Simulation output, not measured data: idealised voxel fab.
A process module follows: voxel capacitor over wiring.
275 nm wide, 5 nm square cells: that's cross-section cut.
The cross-sections in this document take the form of a grid made of square cells. They are written out as bands, in order from top to bottom. Each band consists of one or more rows of cells.
What a band's entry tells you: where the top is and where the bottom is, as heights in nm, and after that what lies inside, material by material from left to right, each with its width in nm. Empty space is written as the word "air", and a single material marked with the word "full width" occupies the band from edge to edge.
It should be noted that heights are counted from 0, beneath which the wafer as supplied is of one material throughout, and that the lowest band possesses no lower boundary but continues downward, as written in "0..down".
Width "30->40": first value at the band's top row of cells, second value at its bottom row, equal change from row to row.
Any step labelled "all unchanged" changed none of the cells in the cross-section.
So "Sealed void listing" is basically the list of trapped voids: any empty space of 8 cells or more that can't reach the top through an opening. They're written width x height at distance, the distance being from the left edge, and it's all nm.
Anything after a step's settings on that line? It's the simulator's own note about the step.
overlay nm: right-of-plan distance of the mask on a masked step; negative values mean left-of-plan.
-- Here's what the planned process steps look like
1,RECEIVE | material Si
2,CONFORMAL_DEP | material SiO2 | thk nm 15
3,DIRECTIONAL_DEP | material TiN | thk nm 5
4,DIRECTIONAL_DEP | material W | thk nm 20
5,MASKED_ETCH | tone cover | mask id METAL_1 | width nm 30 | pitch nm 90 | etch materials W | depth nm 20 | overlay nm 0
6,MASKED_ETCH | tone cover | mask id METAL_1 | width nm 30 | pitch nm 90 | etch materials TiN | depth nm 5 | overlay nm 0
7,CONFORMAL_DEP | material SiN | thk nm 5
8,FILL_DEP | material lowk | thk nm 10
9,CMP | height nm 40
10,CONFORMAL_DEP | material SiCN | thk nm 5
11,DIRECTIONAL_DEP | material lowk | thk nm 15
12,MASKED_ETCH | tone open | mask id PLUG_1 | width nm 15 | etch materials lowk | depth nm 15 | overlay nm 0
13,MASKED_ETCH | tone open | mask id PLUG_1 | width nm 15 | etch materials SiCN | depth nm 5 | overlay nm 0
14,EPI | material Ru | thk nm 10
15,EPI | material Ru | thk nm 10
16,DIRECTIONAL_DEP | material TiN | thk nm 10
17,DIRECTIONAL_DEP | material HfO2 | thk nm 5
18,DIRECTIONAL_DEP | material TiN | thk nm 10
19,MASKED_ETCH | tone cover | mask id UPPER_PLATE | width nm 65 | etch materials TiN | depth nm 5 | overlay nm 0
20,MASKED_ETCH | tone cover | mask id UPPER_PLATE | width nm 65 | etch materials HfO2 | depth nm 5 | overlay nm 0
21,PATTERN | tone cover | mask id LOWER_PLATE | material resist | width nm 75 | thk nm 20 | overlay nm 0
22,DIRECTIONAL_ETCH | etch materials TiN | depth nm 10
23,STRIP | etch materials resist
24,FILL_DEP | material SiO2 | thk nm 15
25,CMP | height nm 95
26,DIRECTIONAL_DEP | material aC | thk nm 10
27,PATTERN | tone open | mask id PLUG_2 | material resist | width nm 15 | thk nm 30 | overlay nm 0
28,DIRECTIONAL_ETCH | etch materials aC | depth nm 10
29,STRIP | etch materials resist
30,DIRECTIONAL_ETCH | etch materials SiO2 | depth nm 10
31,STRIP | etch materials aC
32,CONFORMAL_DEP | material TiN | thk nm 5
33,FILL_DEP | material Ru | thk nm 5
34,CMP | height nm 95
35,CONFORMAL_DEP | material SiN | thk nm 5
Where the wafers of this document differ is in the depth nm of step 19; they start out the same, and the plan states the value that applied to the first wafer.
-- Cross-sectional view of the first of several wafers in the as-received condition, corresponding to the state following step 1
    0..down: Si full width
    Sealed void listing: none
-- wafer rows; end of module; cells per material since receipt: (+) gained, (-) lost; then closed voids
depth nm 5, +55 HfO2, +13 Ru, +52 SiCN, +114 SiN, +351 SiO2, +155 TiN, +48 W, +312 lowk, Sealed void listing: none
depth nm 10, +13 HfO2, +13 Ru, +52 SiCN, +114 SiN, +475 SiO2, +73 TiN, +48 W, +312 lowk, Sealed void listing: none
depth nm 15, +13 HfO2, +13 Ru, +52 SiCN, +114 SiN, +475 SiO2, +73 TiN, +48 W, +312 lowk, Sealed void listing: none
depth nm 20, +13 HfO2, +13 Ru, +52 SiCN, +114 SiN, +475 SiO2, +73 TiN, +48 W, +312 lowk, Sealed void listing: none
depth nm 25, +13 HfO2, +13 Ru, +52 SiCN, +114 SiN, +475 SiO2, +73 TiN, +48 W, +312 lowk, Sealed void listing: none
